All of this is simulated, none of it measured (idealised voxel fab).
Process module under the name voxel capacitor over wiring
Cross-section cut spans 210 nm and uses square cells 5 nm in size.
Cross-section spec: square-cell grid; bands listed top down; each band is one or more rows.
Band: top height; bottom height; in nm. Then, left to right: material with width in nm, for each material. "throughout": a single material spanning edge to edge. "empty": empty space.
Below 0: as-received wafer, all one material; heights counted from there. Lowest band: no bottom, goes on down, written "0 down".
A two-number width, for instance "30->40", indicates that the width is equal to the first number in the top row of the band and to the second number in the bottom row, and that it changes by a constant amount per row of cells.
Basically "remains unaltered" means that step didn't change any cell in the cross-section.
"Closed void inventory" means: voids of 8 cells or more that are shut off from the top with no open way through. Written width x height at distance, distance from the left edge, in nm.
The remark found on a step's line after its settings is issued by the simulator itself and pertains to that step.
overlay nm: mask right of planned place by this much (step with mask). Neg. = left.

**Below is the list of planned process steps**
| 1 | RECEIVE, material Si |
| 2 | CONFORMAL_DEP, material SiO2, thk nm 15 |
| 3 | DIRECTIONAL_DEP, material TiN, thk nm 5 |
| 4 | DIRECTIONAL_DEP, material W, thk nm 20 |
| 5 | PATTERN, tone cover, mask id METAL_1, material resist, width nm 25, pitch nm 85, thk nm 15, overlay nm 0 |
| 6 | DIRECTIONAL_ETCH, etch materials W, depth nm 20 |
| 7 | DIRECTIONAL_ETCH, etch materials TiN, depth nm 5 |
| 8 | STRIP, etch materials resist |
| 9 | CONFORMAL_DEP, material SiN, thk nm 5 |
| 10 | FILL_DEP, material lowk, thk nm 5 |
| 11 | CMP, height nm 40 |
| 12 | CONFORMAL_DEP, material SiCN, thk nm 5 |
| 13 | DIRECTIONAL_DEP, material lowk, thk nm 15 |
| 14 | DIRECTIONAL_DEP, material aC, thk nm 15 |
| 15 | PATTERN, tone open, mask id PLUG_1, material resist, width nm 15, thk nm 30, overlay nm 0 |
| 16 | DIRECTIONAL_ETCH, etch materials aC, depth nm 15 |
| 17 | STRIP, etch materials resist |
| 18 | DIRECTIONAL_ETCH, etch materials lowk, depth nm 15 |
| 19 | DIRECTIONAL_ETCH, etch materials SiCN, depth nm 5 |
| 20 | STRIP, etch materials aC |
| 21 | EPI, material Ru, thk nm 10 |
| 22 | EPI, material Ru, thk nm 10 |
| 23 | DIRECTIONAL_DEP, material TiN, thk nm 10 |
| 24 | DIRECTIONAL_DEP, material SiN, thk nm 5 |
| 25 | DIRECTIONAL_DEP, material TiN, thk nm 5 |
| 26 | PATTERN, tone cover, mask id UPPER_PLATE, material resist, width nm 65, thk nm 15, overlay nm 0 |
| 27 | DIRECTIONAL_ETCH, etch materials TiN, depth nm 5 |
| 28 | DIRECTIONAL_ETCH, etch materials SiN, depth nm 5 |
| 29 | STRIP, etch materials resist |
| 30 | PATTERN, tone cover, mask id LOWER_PLATE, material resist, width nm 75, thk nm 20, overlay nm 0 |
| 31 | DIRECTIONAL_ETCH, etch materials TiN, depth nm 10 |
| 32 | STRIP, etch materials resist |
| 33 | FILL_DEP, material SiO2, thk nm 15 |
| 34 | CMP, height nm 90 |
| 35 | DIRECTIONAL_DEP, material aC, thk nm 10 |
| 36 | PATTERN, tone open, mask id PLUG_2, material resist, width nm 15, thk nm 30, overlay nm 0 |
| 37 | DIRECTIONAL_ETCH, etch materials aC, depth nm 10 |
| 38 | STRIP, etch materials resist |
| 39 | DIRECTIONAL_ETCH, etch materials SiO2, depth nm 10 |
| 40 | STRIP, etch materials aC |
| 41 | CONFORMAL_DEP, material TiN, thk nm 5 |
| 42 | FILL_DEP, material Ru, thk nm 10 |
| 43 | CMP, height nm 90 |
| 44 | CONFORMAL_DEP, material SiCN, thk nm 5 |

**Delivered wafer in cross-section: state after step 1**
	0 down  Si throughout
	Closed void inventory: none

**Same starting wafer, same plan as above, one mistake in the execution; this is the cross-section at the end of the module**
	95 to 90  SiCN throughout
	90 to 85  70 of SiO2  5 of TiN  5 of Ru  5 of TiN  125 of SiO2
	85 to 75  70->60 of SiO2  15->65 of TiN  125->85 of SiO2
	75 to 70  60 of SiO2  65 of SiN  85 of SiO2
	70 to 60  60 of SiO2  65 of TiN  85 of SiO2
	60 to 45  60 of lowk  15 of Ru  135 of lowk
	45 to 40  60 of SiCN  15 of Ru  135 of SiCN
	40 to 20  45 of lowk  5 of SiN  25 of W  5 of SiN  50 of lowk  5 of SiN  25 of W  5 of SiN  45 of lowk
	20 to 15  50 of SiN  25 of TiN  60 of SiN  25 of TiN  50 of SiN
	15 to 0  SiO2 throughout
	0 down  Si throughout
	Closed void inventory: none
Deviation from plan: step 30 ran as: PATTERN, tone cover, mask id LOWER_PLATE, material resist, width nm 65, thk nm 20, overlay nm 0
